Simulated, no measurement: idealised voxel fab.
The following is a process module called voxel air gaps.
The width of the displayed cross-section, cut, is 245 nm; its cells are square, with a size of 5 nm.
A cross-section is a grid of square cells, given in bands from the top down. A band is one or more rows of cells.
What a band's entry tells you: where the top is and where the bottom is, as heights in nm, and after that what lies inside, material by material from left to right, each with its width in nm. Empty space is written as the word "blank", and a single material marked with the word "everywhere" occupies the band from edge to edge.
Heights from 0 (as-received wafer is one material below). Bottom band endless downward, as "top 0, no bottom".
So if you see something like "30->40" for the width, read it as the top row of the band sitting at the first number and the bottom row at the second, with every row in between moving by the same amount as the last.
Where the words "no alterations made" appear for a step, the cross-section shows no cell changed by that step; every cell remained as before.
"Closed void table" specifies each empty space that is not open to the top and that occupies no fewer than 8 cells, using the form width x height at distance, the distance measured from the left edge and all three quantities in nm.
If you see something after the settings on a step's line, that's the simulator's own remark about that step.
overlay nm: mask offset rightward from planned place, masked step; negative means leftward offset.
### These are the steps we planned for the process
1,RECEIVE | material Si
2,CONFORMAL_DEP | material SiO2 | thk nm 10
3,CONFORMAL_DEP | material SiN | thk nm 5
4,DIRECTIONAL_DEP | material lowk | thk nm 35
5,DIRECTIONAL_DEP | material aC | thk nm 10
6,PATTERN | tone open | mask id LINES | material resist | width nm 20 | pitch nm 50 | thk nm 25 | overlay nm 0
7,DIRECTIONAL_ETCH | etch materials aC | depth nm 10
8,STRIP | etch materials resist
9,DIRECTIONAL_ETCH | etch materials lowk | depth nm 35
10,STRIP | etch materials aC
11,CONFORMAL_DEP | material TiN | thk nm 5
12,FILL_DEP | material Ru | thk nm 5
13,CMP | height nm 50
14,EPI | material Ru | thk nm 10
15,SELECTIVE_ETCH | etch materials lowk | depth nm 45
16,CONFORMAL_DEP | material SiCN | thk nm 5
### Cross-section of the wafer upon arrival, representing the state reached after step 1
* top 0, no bottom: Si everywhere
* Closed void table: none
### One mistake in running the module, otherwise start and plan as above: cross-section at the end
* top 60, bottom 50: blank 50 nm | Ru 40 nm | blank 10 nm | Ru 40 nm | blank 10 nm | Ru 40 nm | blank 55 nm
* top 50, bottom 20: blank 60 nm | TiN 5 nm | Ru 10 nm | TiN 5 nm | blank 30 nm | TiN 5 nm | Ru 10 nm | TiN 5 nm | blank 30 nm | TiN 5 nm | Ru 10 nm | TiN 5 nm | blank 65 nm
* top 20, bottom 15: blank 60 nm | TiN 20 nm | blank 30 nm | TiN 20 nm | blank 30 nm | TiN 20 nm | blank 65 nm
* top 15, bottom 10: SiN everywhere
* top 10, bottom 0: SiO2 everywhere
* top 0, no bottom: Si everywhere
* Closed void table: none
Where did the run depart from the plan? plan step 16: skipped, not run
